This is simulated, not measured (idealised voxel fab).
You're looking at the process module voxel released beams.
The width of the displayed cross-section, cut, is 260 nm; its cells are square, with a size of 5 nm.
A cross-section is written here as square cells arranged in a grid, and it is given in bands from the top down, each band taking up one or more rows of cells.
Quick guide to a band line: top height, bottom height (nm) up front; then every material left to right with its width in nm. Only one material and it's marked "everywhere"? Then it fills the band edge to edge. And "empty" just means empty space.
Height reference: 0 = level under which incoming wafer is all one material. Lowest band: no bottom, runs on downward, e.g. "0..down".
Width spec "30..40" -> top row of cells at first value, bottom row at second value, equal per-row change in between.
"nothing changed" means the step left every cell of the cross-section as it was.
Entry "Closed internal voids" = empty spaces >= 8 cells with no open way to the top; each as width x height at distance, distance from left edge, all nm.
What comes after the settings on a step's line is commentary from the simulator itself on that step.
The line of a step may include "overlay nm". On a step with a mask, this value is how far to the right of its planned place the mask lay. A negative value means the mask lay to the left.
**Process steps (planned)**
- 1: RECEIVE, material Si
- 2: CONFORMAL_DEP, material Al2O3, thk nm 5
- 3: DIRECTIONAL_DEP, material SiO2, thk nm 10
- 4: PATTERN, tone open, mask id ANCHOR, material resist, width nm 35, thk nm 20, overlay nm 0
- 5: DIRECTIONAL_ETCH, etch materials SiO2, depth nm 10
- 6: STRIP, etch materials resist
- 7: CONFORMAL_DEP, material SiN, thk nm 10
- 8: DIRECTIONAL_DEP, material aC, thk nm 5
- 9: PATTERN, tone cover, mask id BEAM, material resist, width nm 90, thk nm 35, overlay nm 0
- 10: DIRECTIONAL_ETCH, etch materials aC, depth nm 15
- 11: STRIP, etch materials resist
- 12: DIRECTIONAL_ETCH, etch materials SiN, depth nm 10
- 13: STRIP, etch materials aC
- 14: STRIP, etch materials SiO2
Wafer-to-wafer difference: thk nm, step 8. Common start. Plan = first wafer's value.
**So this is the first of several wafers, cross-sectioned as it came to us, meaning it's at the end of step 1**
    0..down  Si everywhere
    Closed internal voids: none
**Per wafer, end of module: cells gained (+) or lost (-) per material since receipt, then closed voids**
thk nm 5, +52 Al2O3, +44 SiN, Closed internal voids: none
thk nm 10, +52 Al2O3, +44 SiN, Closed internal voids: none
thk nm 15, +52 Al2O3, +44 SiN, Closed internal voids: none
thk nm 20, +52 Al2O3, +112 SiN, +90 SiO2, Closed internal voids: none
thk nm 25, +52 Al2O3, +112 SiN, +90 SiO2, Closed internal voids: none
thk nm 30, +52 Al2O3, +112 SiN, +90 SiO2, Closed internal voids: none
